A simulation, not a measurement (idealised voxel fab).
The process module that follows is named voxel transistor to metal.
cross-section cut | 180 nm wide | cells 5 nm
Cross-section, as written here: a square-cell grid given band by band from the top down, where a band holds one or more rows of cells. Band entry format. Leading values: height of top, height of bottom, nm. Remainder: materials in left-to-right order, each with its width in nm. Special words: "full width" on a single material, which then fills the band edge to edge; "blank", empty space. Heights are expressed relative to 0, this being the level below which the as-received wafer comprises one material exclusively. The lowest band is unbounded in the downward direction and is denoted as in "0 nm and below". It should be noted that a width expressed as "30 to 40" varies in equal increments from row to row of cells within the band, taking the value of the first number at the top row and that of the second number at the bottom row. What does "no modification" mean for a step? It means no cell of the cross-section changed in that step. So "Closed void entries" is basically the list of trapped voids: any empty space of 8 cells or more that can't reach the top through an opening. They're written width x height at distance, the distance being from the left edge, and it's all nm. Text after the settings on a step's line: the simulator's own remark on that step. For masked steps, "overlay nm" on the step line gives how far right of plan the mask actually lay; a minus sign means it lay to the left.

**Planned process steps**
1 RECEIVE: material Si
2 OXIDIZE: depth nm 5
3 CONFORMAL_DEP: material SiN, thk nm 10
4 MASKED_ETCH: tone cover, mask id ACTIVE, width nm 125, etch materials SiN, depth nm 10, overlay nm 0
5 MASKED_ETCH: tone cover, mask id ACTIVE, width nm 125, etch materials SiO2, depth nm 5, overlay nm 0
6 MASKED_ETCH: tone cover, mask id ACTIVE, width nm 125, etch materials Si, depth nm 20, overlay nm 0
7 OXIDIZE: depth nm 5
8 FILL_DEP: material SiO2, thk nm 15
9 CMP: height nm 10
10 SELECTIVE_ETCH: etch materials SiO2, depth nm 5
11 STRIP: etch materials SiN
12 SELECTIVE_ETCH: etch materials SiO2, depth nm 5
13 OXIDIZE: depth nm 5
14 DIRECTIONAL_DEP: material polySi, thk nm 25
15 DIRECTIONAL_DEP: material SiCN, thk nm 10
16 MASKED_ETCH: tone cover, mask id GATE, width nm 35, etch materials SiCN, depth nm 20, overlay nm 0
17 MASKED_ETCH: tone cover, mask id GATE, width nm 35, etch materials polySi, depth nm 35, overlay nm 0
18 CONFORMAL_DEP: material SiO2, thk nm 5
19 DIRECTIONAL_ETCH: etch materials SiO2, depth nm 5
20 CONFORMAL_DEP: material SiN, thk nm 5
21 DIRECTIONAL_ETCH: etch materials SiN, depth nm 5
22 DIRECTIONAL_ETCH: etch materials SiO2, depth nm 5
23 DIRECTIONAL_ETCH: etch materials Si, depth nm 10
24 EPI: material SiGe, thk nm 15
25 FILL_DEP: material SiO2, thk nm 10
26 CMP: height nm 20
27 STRIP: etch materials polySi
28 SELECTIVE_ETCH: etch materials SiO2, depth nm 5
29 CONFORMAL_DEP: material HfO2, thk nm 5
30 CONFORMAL_DEP: material TiN, thk nm 5
31 FILL_DEP: material W, thk nm 10
32 CMP: height nm 15
33 DIRECTIONAL_DEP: material SiO2, thk nm 15
34 MASKED_ETCH: tone open, mask id CONTACT, width nm 20, pitch nm 85, etch materials SiO2, depth nm 35, overlay nm 0
35 CONFORMAL_DEP: material TiN, thk nm 5
36 FILL_DEP: material Ru, thk nm 5
37 CMP: height nm 30
38 CONFORMAL_DEP: material SiN, thk nm 5
39 DIRECTIONAL_DEP: material lowk, thk nm 15
40 DIRECTIONAL_DEP: material aC, thk nm 15
41 PATTERN: tone open, mask id METAL_1, material resist, width nm 20, pitch nm 85, thk nm 35, overlay nm 0
42 DIRECTIONAL_ETCH: etch materials aC, depth nm 15
43 STRIP: etch materials resist
44 DIRECTIONAL_ETCH: etch materials lowk, depth nm 15
45 DIRECTIONAL_ETCH: etch materials SiN, depth nm 5
46 STRIP: etch materials aC
47 CONFORMAL_DEP: material TiN, thk nm 5
48 FILL_DEP: material Ru, thk nm 5
49 CMP: height nm 50
50 CONFORMAL_DEP: material SiCN, thk nm 5

**Wafer as received: cross-section following step 1**
0 nm and below | Si full width
Closed void entries: none

**End-of-module cross-section of the first of two wafers, processed as planned**
55 nm to 50 nm | SiCN full width
50 nm to 35 nm | lowk=35; TiN=5; Ru=10; TiN=5; lowk=65; TiN=5; Ru=10; TiN=5; lowk=40
35 nm to 30 nm | SiN=35; TiN=20; SiN=65; TiN=20; SiN=40
30 nm to 15 nm | SiO2=35; TiN=5; Ru=10; TiN=5; SiO2=65; TiN=5; Ru=10; TiN=5; SiO2=40
15 nm to 10 nm | SiO2=35; TiN=5; Ru=10; TiN=5; SiO2=5; SiN=5; HfO2=5; TiN=5; W=25; TiN=5; HfO2=5; SiN=5; SiO2=5; TiN=5; Ru=10; TiN=5; SiO2=40
10 nm to 5 nm | SiO2=35; TiN=20; SiO2=5; SiN=5; HfO2=5; TiN=5; W=25; TiN=5; HfO2=5; SiN=5; SiO2=5; TiN=20; SiO2=40
5 nm to 0 nm | SiO2=35; TiN=10; SiGe=15; SiN=5; HfO2=5; TiN=5; W=25; TiN=5; HfO2=5; SiN=5; SiGe=15; TiN=10; SiO2=40
0 nm to -5 nm | SiO2=25; SiN=5; SiO2=5; TiN=10; SiGe=15; SiN=5; HfO2=5; TiN=35; HfO2=5; SiN=5; SiGe=15; TiN=10; SiO2=5; SiN=5; SiO2=30
-5 nm to -10 nm | SiO2=30; SiGe=30; SiO2=5; HfO2=45; SiO2=5; SiGe=30; SiO2=35
-10 nm to -20 nm | SiO2=30; SiGe=30; Si=55; SiGe=30; SiO2=35
-20 nm to -30 nm | SiO2=30; Si=115; SiO2=35
-30 nm and below | Si full width
Closed void entries: none

**Wafer two cross-section, module end. Start and plan unchanged from wafer one; one mistake made during the run**
55 nm to 50 nm | SiCN full width
50 nm to 35 nm | lowk=35; TiN=5; Ru=10; TiN=5; lowk=65; TiN=5; Ru=10; TiN=5; lowk=40
35 nm to 30 nm | SiN=35; TiN=20; SiN=65; TiN=20; SiN=40
30 nm to 15 nm | SiO2=35; TiN=5; Ru=10; TiN=5; SiO2=65; TiN=5; Ru=10; TiN=5; SiO2=40
15 nm to 10 nm | SiO2=35; TiN=5; Ru=10; TiN=5; SiO2=5; SiN=5; TiN=5; W=35; TiN=5; SiN=5; SiO2=5; TiN=5; Ru=10; TiN=5; SiO2=40
10 nm to 5 nm | SiO2=35; TiN=20; SiO2=5; SiN=5; TiN=5; W=35; TiN=5; SiN=5; SiO2=5; TiN=20; SiO2=40
5 nm to 0 nm | SiO2=35; TiN=10; SiGe=15; SiN=5; TiN=5; W=35; TiN=5; SiN=5; SiGe=15; TiN=10; SiO2=40
0 nm to -5 nm | SiO2=25; SiN=5; SiO2=5; TiN=10; SiGe=15; SiN=5; TiN=5; W=35; TiN=5; SiN=5; SiGe=15; TiN=10; SiO2=5; SiN=5; SiO2=30
-5 nm to -10 nm | SiO2=30; SiGe=30; SiO2=5; TiN=45; SiO2=5; SiGe=30; SiO2=35
-10 nm to -20 nm | SiO2=30; SiGe=30; Si=55; SiGe=30; SiO2=35
-20 nm to -30 nm | SiO2=30; Si=115; SiO2=35
-30 nm and below | Si full width
Closed void entries: none
Here's what went sideways: plan step 29 skipped
At the finish, the second wafer shows more or fewer cells for some materials than the first does: -17 HfO2; +4 TiN; +13 W
